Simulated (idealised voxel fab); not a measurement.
The process module that follows is named voxel self aligned contacts.
The cross-section on display is named cut; it measures 175 nm wide, and its cells are 5 nm squares.
How to read a cross-section here: the picture is a grid of square cells, written as bands going from the top down, and any band can span one or more rows of cells.
First you get the band's top height and its bottom height, in nm, and then the materials it's made of, left to right, with each width in nm. If you see a single material with "throughout", that one covers the band edge to edge. "air" is empty space.
Heads up on the height convention: 0 is the point under which the incoming wafer is all one material, and the lowest band has no bottom, it just keeps going down, like "0 and below".
A two-number width, for instance "30..40", indicates that the width is equal to the first number in the top row of the band and to the second number in the bottom row, and that it changes by a constant amount per row of cells.
Where a step carries "everything unchanged", the cross-section came out of it unchanged, cell for cell.
"Sealed void inventory" enumerates empty spaces isolated from the top, with no open way to it, that contain at least 8 cells, giving each as width x height at distance from the left edge, all three in nm.
On each step's line, the part that comes after the settings is the simulator's own comment on the step.
A step line may carry the setting "overlay nm", which, for steps involving a mask, states the distance by which the mask lay to the right of its intended position; negative values denote displacement to the left.
[Planned process steps]
step 1: RECEIVE, material Si
step 2: OXIDIZE, depth nm 5
step 3: DIRECTIONAL_DEP, material polySi, thk nm 25
step 4: DIRECTIONAL_DEP, material SiN, thk nm 20
step 5: MASKED_ETCH, tone cover, mask id GATE, width nm 25, pitch nm 65, etch materials SiN, depth nm 20, overlay nm 0
step 6: MASKED_ETCH, tone cover, mask id GATE, width nm 25, pitch nm 65, etch materials polySi, depth nm 25, overlay nm -15
step 7: CONFORMAL_DEP, material SiN, thk nm 10
step 8: DIRECTIONAL_ETCH, etch materials SiN, depth nm 10
step 9: FILL_DEP, material SiO2, thk nm 10
step 10: CMP, height nm 50
step 11: PATTERN, tone open, mask id CONTACT, material resist, width nm 50, thk nm 15, overlay nm 0
step 12: DIRECTIONAL_ETCH, etch materials SiO2, depth nm 55
step 13: STRIP, etch materials resist
step 14: CONFORMAL_DEP, material TiN, thk nm 5
step 15: FILL_DEP, material W, thk nm 10
step 16: CMP, height nm 50
step 17: CONFORMAL_DEP, material SiCN, thk nm 5
Wafer-to-wafer difference: overlay nm, step 6. Common start. Plan = first wafer's value.
[Incoming state of the first of several wafers in cross-section: after step 1]
- 0 and below  Si throughout
- Sealed void inventory: none
[Cross-section of the first of several wafers, taken after step 17, where the module ends]
- 55 down to 50  SiCN throughout
- 50 down to 45  SiO2 (60); TiN (20); W (10); TiN (20); SiO2 (65)
- 45 down to 30  SiO2 (30); SiN (45); TiN (5); W (10); TiN (5); SiN (45); SiO2 (35)
- 30 down to 25  SiO2 (30); SiN (45); TiN (20); SiN (45); SiO2 (35)
- 25 down to 0  SiO2 (15); SiN (10); polySi (40); SiN (10); TiN (5); SiN (10); polySi (40); SiN (10); SiO2 (35)
- 0 down to -5  SiO2 (75); TiN (5); SiO2 (95)
- -5 and below  Si throughout
- Sealed void inventory: none
[Cross-section, last wafer, module completion]
- 55 down to 50  SiCN throughout
- 50 down to 45  SiO2 (60); TiN (20); W (10); TiN (20); SiO2 (65)
- 45 down to 30  SiO2 (30); SiN (45); TiN (5); W (10); TiN (5); SiN (45); SiO2 (35)
- 30 down to 25  SiO2 (30); SiN (45); TiN (20); SiN (45); SiO2 (35)
- 25 down to 0  SiO2 (30); SiN (10); polySi (40); SiN (10); TiN (5); SiN (10); polySi (40); SiN (10); SiO2 (20)
- 0 down to -5  SiO2 (90); TiN (5); SiO2 (80)
- -5 and below  Si throughout
- Sealed void inventory: none
[Below: a row per wafer. Contents at end of module: for every material, cells gained since receipt (+) or lost since receipt (-); then closed voids]
overlay nm -15 | -35 Si | +35 SiCN | +112 SiN | +161 SiO2 | +24 TiN | +8 W | +80 polySi | Sealed void inventory: none
overlay nm -10 | -35 Si | +35 SiCN | +112 SiN | +165 SiO2 | +30 TiN | +8 W | +70 polySi | Sealed void inventory: none
overlay nm -5 | -35 Si | +35 SiCN | +112 SiN | +169 SiO2 | +30 TiN | +14 W | +60 polySi | Sealed void inventory: none
overlay nm 0 | -35 Si | +35 SiCN | +112 SiN | +173 SiO2 | +30 TiN | +20 W | +50 polySi | Sealed void inventory: none
overlay nm 5 | -35 Si | +35 SiCN | +112 SiN | +169 SiO2 | +30 TiN | +14 W | +60 polySi | Sealed void inventory: none
overlay nm 10 | -35 Si | +35 SiCN | +112 SiN | +165 SiO2 | +30 TiN | +8 W | +70 polySi | Sealed void inventory: none
overlay nm 15 | -35 Si | +35 SiCN | +112 SiN | +161 SiO2 | +24 TiN | +8 W | +80 polySi | Sealed void inventory: none
